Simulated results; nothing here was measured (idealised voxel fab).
process module | voxel double patterning
cross-section cut | 235 nm wide | cells 5 nm
A cross-section is a grid of square cells, given in bands from the top down. A band is one or more rows of cells.
Each band's line starts with the height of the band's top and of its bottom, in nm. Then come its materials from left to right, each with its width in nm. One material with "throughout" fills the band from edge to edge. "air" is empty space.
Height 0 is the level under which the wafer as received is all one material. The lowest band goes on downwards, as in "0 down".
A width such as "30 to 40" changes by the same amount from each row of cells to the next, from the band's top row to its bottom row.
"no change" after a step means that no cell of the cross-section changed.
closed voids: empty space of 8 cells or more with no open way to the top, each as width x height at its distance from the left edge, in nm
after a step's settings: what the simulator itself notes on the step
overlay nm, on a step with a mask: how far to the right of its planned place the mask lay; to the left if negative
plan
1 op RECEIVE | material Si
2 op CONFORMAL_DEP | material SiN | thk nm 10
3 op DIRECTIONAL_DEP | material SiO2 | thk nm 20
4 op DIRECTIONAL_DEP | material SiCN | thk nm 5
5 op MASKED_ETCH | tone open | mask id FIRST | width nm 15 | pitch nm 50 | etch materials SiCN | depth nm 5 | overlay nm 0
6 op DIRECTIONAL_DEP | material aC | thk nm 15
7 op PATTERN | tone open | mask id SECOND | material resist | width nm 15 | pitch nm 50 | thk nm 35 | overlay nm 0
8 op DIRECTIONAL_ETCH | etch materials aC | depth nm 15
9 op STRIP | etch materials resist
10 op DIRECTIONAL_ETCH | etch materials SiCN | depth nm 5
11 op STRIP | etch materials aC
12 op DIRECTIONAL_ETCH | etch materials SiO2 | depth nm 20
13 op STRIP | etch materials SiCN
as received, after step 1
  0 down: Si throughout
  closed voids: none
a wafer at the end: this start, this plan, one mistake
  30 to 20: SiN throughout
  20 to 0: SiO2 throughout
  0 down: Si throughout
  closed voids: none
what went wrong: steps 2 and 3 were swapped
